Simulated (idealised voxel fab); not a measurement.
process module | voxel wiring stack
The cross-section shown here is cut; it is 280 nm wide and divided into square cells measuring 5 nm on a side.
Cross-section = grid of square cells, listed top down in bands; band = one or more rows.
Heights first: top, then bottom, in nm. Then materials, left to right, each with a width in nm. "throughout" on a single material: fills the band edge to edge. "blank": empty space.
It should be noted that heights are counted from 0, beneath which the wafer as supplied is of one material throughout, and that the lowest band possesses no lower boundary but continues downward, as written in "0 and below".
So if you see something like "30..40" for the width, read it as the top row of the band sitting at the first number and the bottom row at the second, with every row in between moving by the same amount as the last.
"left unchanged" for a step: no cell of the cross-section changed in that step.
"Unvented internal voids" means: voids of 8 cells or more that are shut off from the top with no open way through. Written width x height at distance, distance from the left edge, in nm.
What comes after the settings on a step's line is commentary from the simulator itself on that step.
Steps that use a mask can have "overlay nm" on their line. It says how far the mask sat to the right of where it was meant to be. Negative means to the left.

# Steps in the process plan
1) RECEIVE with material Si
2) CONFORMAL_DEP with material SiO2, thk nm 10
3) DIRECTIONAL_DEP with material TiN, thk nm 5
4) DIRECTIONAL_DEP with material Ru, thk nm 20
5) PATTERN with tone cover, mask id METAL_1, material resist, width nm 20, pitch nm 40, thk nm 20, overlay nm 0
6) DIRECTIONAL_ETCH with etch materials Ru, depth nm 20
7) DIRECTIONAL_ETCH with etch materials TiN, depth nm 5
8) STRIP with etch materials resist
9) FILL_DEP with material SiO2, thk nm 10
10) CMP with height nm 35
11) CONFORMAL_DEP with material SiCN, thk nm 5
12) DIRECTIONAL_DEP with material lowk, thk nm 10
13) MASKED_ETCH with tone open, mask id PLUG_1, width nm 15, etch materials lowk, depth nm 10, overlay nm 0
14) MASKED_ETCH with tone open, mask id PLUG_1, width nm 15, etch materials SiCN, depth nm 5, overlay nm 0
15) CONFORMAL_DEP with material TiN, thk nm 5
16) FILL_DEP with material Ru, thk nm 10
17) CMP with height nm 50
18) CONFORMAL_DEP with material SiCN, thk nm 5
19) DIRECTIONAL_DEP with material SiO2, thk nm 15
20) MASKED_ETCH with tone open, mask id METAL_2, width nm 20, pitch nm 40, etch materials SiO2, depth nm 15, overlay nm 0
21) MASKED_ETCH with tone open, mask id METAL_2, width nm 20, pitch nm 40, etch materials SiCN, depth nm 5, overlay nm 0
22) CONFORMAL_DEP with material TiN, thk nm 5
23) FILL_DEP with material Ru, thk nm 10
24) CMP with height nm 70
25) EPI with material Ru, thk nm 5
26) FILL_DEP with material SiCN, thk nm 5

# first wafer, as planned

# The cross-section here shows the wafer as received, i.e. in its state after step 1
* 0 and below: Si throughout
* Unvented internal voids: none

# So this is the wafer cross-section right after step 2
* 10 down to 0: SiO2 throughout
* No changes below 0.

# So this is the wafer cross-section right after step 3
* 15 down to 10: TiN throughout
* No changes below 10.

# So this is the wafer cross-section right after step 4
* 35 down to 15: Ru throughout
* No changes below 15.

# So this is the wafer cross-section right after step 5
* 55 down to 35: blank: 110 / resist: 20 / blank: 20 / resist: 20 / blank: 110
* No changes below 35.

# So this is the wafer cross-section right after step 6
* 55 down to 35: blank: 110 / resist: 20 / blank: 20 / resist: 20 / blank: 110
* 35 down to 15: blank: 110 / Ru: 20 / blank: 20 / Ru: 20 / blank: 110
* No changes below 15.

# So this is the wafer cross-section right after step 7
* 55 down to 35: blank: 110 / resist: 20 / blank: 20 / resist: 20 / blank: 110
* 35 down to 15: blank: 110 / Ru: 20 / blank: 20 / Ru: 20 / blank: 110
* 15 down to 10: blank: 110 / TiN: 20 / blank: 20 / TiN: 20 / blank: 110
* No changes below 10.

# So this is the wafer cross-section right after step 8
* 35 down to 15: blank: 110 / Ru: 20 / blank: 20 / Ru: 20 / blank: 110
* No changes below 15.

# So this is the wafer cross-section right after step 9
* 45 down to 35: SiO2 throughout
* 35 down to 15: SiO2: 110 / Ru: 20 / SiO2: 20 / Ru: 20 / SiO2: 110
* 15 down to 10: SiO2: 110 / TiN: 20 / SiO2: 20 / TiN: 20 / SiO2: 110
* No changes below 10.

# So this is the wafer cross-section right after step 10
* 35 down to 15: SiO2: 110 / Ru: 20 / SiO2: 20 / Ru: 20 / SiO2: 110
* No changes below 15.

# So this is the wafer cross-section right after step 11
* 40 down to 35: SiCN throughout
* No changes below 35.

# So this is the wafer cross-section right after step 12
* 50 down to 40: lowk throughout
* No changes below 40.

# So this is the wafer cross-section right after step 13
* 50 down to 40: lowk: 110 / blank: 15 / lowk: 155
* No changes below 40.

# So this is the wafer cross-section right after step 14
* 50 down to 40: lowk: 110 / blank: 15 / lowk: 155
* 40 down to 35: SiCN: 110 / blank: 15 / SiCN: 155
* No changes below 35.

# So this is the wafer cross-section right after step 15
* 55 down to 50: TiN: 115 / blank: 5 / TiN: 160
* 50 down to 40: lowk: 110 / TiN: 5 / blank: 5 / TiN: 5 / lowk: 155
* 40 down to 35: SiCN: 110 / TiN: 15 / SiCN: 155
* No changes below 35.

# So this is the wafer cross-section right after step 16
* 65 down to 55: Ru throughout
* 55 down to 50: TiN: 115 / Ru: 5 / TiN: 160
* 50 down to 40: lowk: 110 / TiN: 5 / Ru: 5 / TiN: 5 / lowk: 155
* No changes below 40.

# So this is the wafer cross-section right after step 17
* 50 down to 40: lowk: 110 / TiN: 5 / Ru: 5 / TiN: 5 / lowk: 155
* No changes below 40.

# So this is the wafer cross-section right after step 18
* 55 down to 50: SiCN throughout
* No changes below 50.

# So this is the wafer cross-section right after step 19
* 70 down to 55: SiO2 throughout
* No changes below 55.

# So this is the wafer cross-section right after step 20
* 70 down to 55: SiO2: 110 / blank: 20 / SiO2: 20 / blank: 20 / SiO2: 110
* No changes below 55.

# So this is the wafer cross-section right after step 21
* 70 down to 55: SiO2: 110 / blank: 20 / SiO2: 20 / blank: 20 / SiO2: 110
* 55 down to 50: SiCN: 110 / blank: 20 / SiCN: 20 / blank: 20 / SiCN: 110
* No changes below 50.

# So this is the wafer cross-section right after step 22
* 75 down to 70: TiN: 115 / blank: 10 / TiN: 30 / blank: 10 / TiN: 115
* 70 down to 55: SiO2: 110 / TiN: 5 / blank: 10 / TiN: 5 / SiO2: 20 / TiN: 5 / blank: 10 / TiN: 5 / SiO2: 110
* 55 down to 50: SiCN: 110 / TiN: 20 / SiCN: 20 / TiN: 20 / SiCN: 110
* No changes below 50.

# So this is the wafer cross-section right after step 23
* 85 down to 75: Ru throughout
* 75 down to 70: TiN: 115 / Ru: 10 / TiN: 30 / Ru: 10 / TiN: 115
* 70 down to 55: SiO2: 110 / TiN: 5 / Ru: 10 / TiN: 5 / SiO2: 20 / TiN: 5 / Ru: 10 / TiN: 5 / SiO2: 110
* No changes below 55.

# So this is the wafer cross-section right after step 24
* 70 down to 55: SiO2: 110 / TiN: 5 / Ru: 10 / TiN: 5 / SiO2: 20 / TiN: 5 / Ru: 10 / TiN: 5 / SiO2: 110
* No changes below 55.

# So this is the wafer cross-section right after step 25
* 75 down to 70: blank: 105 / Ru: 30 / blank: 10 / Ru: 30 / blank: 105
* No changes below 70.

# So this is the wafer cross-section right after step 26
* 80 down to 75: SiCN throughout
* 75 down to 70: SiCN: 105 / Ru: 30 / SiCN: 10 / Ru: 30 / SiCN: 105
* No changes below 70.

# The second wafer began exactly as the first did and followed the same plan, but one mistake was made while running it; through step 17 inclusive, the two wafers are identical

# At the planned end of step 18, the second wafer in cross-section
* 55 down to 50: Ru throughout
* No changes below 50.

# At the planned end of step 19, the second wafer in cross-section
* 70 down to 55: SiO2 throughout
* No changes below 55.

# At the planned end of step 20, the second wafer in cross-section
* 70 down to 55: SiO2: 110 / blank: 20 / SiO2: 20 / blank: 20 / SiO2: 110
* No changes below 55.

At the planned end of step 21, the second wafer in cross-section: left unchanged

# At the planned end of step 22, the second wafer in cross-section
* 75 down to 70: TiN: 115 / blank: 10 / TiN: 30 / blank: 10 / TiN: 115
* 70 down to 60: SiO2: 110 / TiN: 5 / blank: 10 / TiN: 5 / SiO2: 20 / TiN: 5 / blank: 10 / TiN: 5 / SiO2: 110
* 60 down to 55: SiO2: 110 / TiN: 20 / SiO2: 20 / TiN: 20 / SiO2: 110
* No changes below 55.

# At the planned end of step 23, the second wafer in cross-section
* 85 down to 75: Ru throughout
* 75 down to 70: TiN: 115 / Ru: 10 / TiN: 30 / Ru: 10 / TiN: 115
* 70 down to 60: SiO2: 110 / TiN: 5 / Ru: 10 / TiN: 5 / SiO2: 20 / TiN: 5 / Ru: 10 / TiN: 5 / SiO2: 110
* No changes below 60.

# At the planned end of step 24, the second wafer in cross-section
* 70 down to 60: SiO2: 110 / TiN: 5 / Ru: 10 / TiN: 5 / SiO2: 20 / TiN: 5 / Ru: 10 / TiN: 5 / SiO2: 110
* No changes below 60.

# At the planned end of step 25, the second wafer in cross-section
* 75 down to 70: blank: 105 / Ru: 30 / blank: 10 / Ru: 30 / blank: 105
* No changes below 70.

# At the planned end of step 26, the second wafer in cross-section
* 80 down to 75: SiCN throughout
* 75 down to 70: SiCN: 105 / Ru: 30 / SiCN: 10 / Ru: 30 / SiCN: 105
* No changes below 70.
Which mistake was made when the wafer was run? step 18 did not happen as planned, as run it was CONFORMAL_DEP with material Ru, thk nm 5
Counted in cells at the end, the second wafer holds more or fewer of these materials than the first: +52 Ru | -48 SiCN | -4 TiN
